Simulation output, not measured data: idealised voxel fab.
process module | voxel capacitor over wiring
cross-section cut | 155 nm wide | cells 5 nm
A cross-section is a grid of square cells, given in bands from the top down. A band is one or more rows of cells.
Each band's line starts with the height of the band's top and of its bottom, in nm. Then come its materials from left to right, each with its width in nm. One material with "throughout" fills the band from edge to edge. "air" is empty space.
Height 0 is the level under which the wafer as received is all one material. The lowest band goes on downwards, as in "0 down".
A width such as "30 to 40" changes by the same amount from each row of cells to the next, from the band's top row to its bottom row.
"no change" after a step means that no cell of the cross-section changed.
closed voids: empty space of 8 cells or more with no open way to the top, each as width x height at its distance from the left edge, in nm
after a step's settings: what the simulator itself notes on the step
overlay nm, on a step with a mask: how far to the right of its planned place the mask lay; to the left if negative
plan
1 op RECEIVE | material Si
2 op CONFORMAL_DEP | material SiO2 | thk nm 15
3 op CONFORMAL_DEP | material SiCN | thk nm 5
4 op DIRECTIONAL_DEP | material SiO2 | thk nm 25
5 op DIRECTIONAL_DEP | material aC | thk nm 10
6 op PATTERN | tone open | mask id METAL_1 | material resist | width nm 30 | pitch nm 95 | thk nm 30 | overlay nm 0
7 op DIRECTIONAL_ETCH | etch materials aC | depth nm 10
8 op STRIP | etch materials resist
9 op DIRECTIONAL_ETCH | etch materials SiO2 | depth nm 25
10 op DIRECTIONAL_ETCH | etch materials SiCN | depth nm 5
11 op STRIP | etch materials aC
12 op CONFORMAL_DEP | material TiN | thk nm 5
13 op FILL_DEP | material Cu | thk nm 10
14 op CMP | height nm 45
15 op CONFORMAL_DEP | material SiCN | thk nm 5
16 op DIRECTIONAL_DEP | material SiO2 | thk nm 10
17 op MASKED_ETCH | tone open | mask id PLUG_1 | width nm 15 | etch materials SiO2 | depth nm 10 | overlay nm 0
18 op MASKED_ETCH | tone open | mask id PLUG_1 | width nm 15 | etch materials SiCN | depth nm 5 | overlay nm 0
19 op CONFORMAL_DEP | material TiN | thk nm 5
20 op FILL_DEP | material W | thk nm 10
21 op CMP | height nm 60
22 op DIRECTIONAL_DEP | material TiN | thk nm 10
23 op DIRECTIONAL_DEP | material HfO2 | thk nm 5
24 op DIRECTIONAL_DEP | material TiN | thk nm 10
25 op PATTERN | tone cover | mask id UPPER_PLATE | material resist | width nm 70 | thk nm 15 | overlay nm 0
26 op DIRECTIONAL_ETCH | etch materials TiN | depth nm 10
27 op DIRECTIONAL_ETCH | etch materials HfO2 | depth nm 5
28 op STRIP | etch materials resist
29 op DIRECTIONAL_DEP | material aC | thk nm 10
30 op PATTERN | tone cover | mask id LOWER_PLATE | material resist | width nm 80 | thk nm 25 | overlay nm 0
31 op DIRECTIONAL_ETCH | etch materials aC | depth nm 10
32 op STRIP | etch materials resist
33 op DIRECTIONAL_ETCH | etch materials TiN | depth nm 10
34 op STRIP | etch materials aC
35 op FILL_DEP | material SiO2 | thk nm 20
36 op CMP | height nm 100
37 op MASKED_ETCH | tone open | mask id PLUG_2 | width nm 15 | etch materials SiO2 | depth nm 15 | overlay nm 0
38 op CONFORMAL_DEP | material TiN | thk nm 5
39 op FILL_DEP | material Ru | thk nm 10
40 op CMP | height nm 100
41 op CONFORMAL_DEP | material SiCN | thk nm 5
as received, after step 1
  0 down: Si throughout
  closed voids: none
a wafer at the end: this start, this plan, one mistake
  105 to 100: SiCN throughout
  100 to 90: SiO2 40 | TiN 5 | Ru 5 | TiN 5 | SiO2 100
  90 to 85: SiO2 40 | TiN 15 | SiO2 100
  85 to 75: SiO2 30 | TiN 70 | SiO2 55
  75 to 70: SiO2 30 | HfO2 70 | SiO2 55
  70 to 60: SiO2 25 | TiN 80 | SiO2 50
  60 to 50: Cu throughout
  50 to 45: TiN 20 | Cu 20 | TiN 75 | Cu 20 | TiN 20
  45 to 20: SiO2 15 | TiN 5 | Cu 20 | TiN 5 | SiO2 65 | TiN 5 | Cu 20 | TiN 5 | SiO2 15
  20 to 15: SiCN 15 | TiN 30 | SiCN 65 | TiN 30 | SiCN 15
  15 to 0: SiO2 throughout
  0 down: Si throughout
  closed voids: none
what went wrong: step 14 was left out
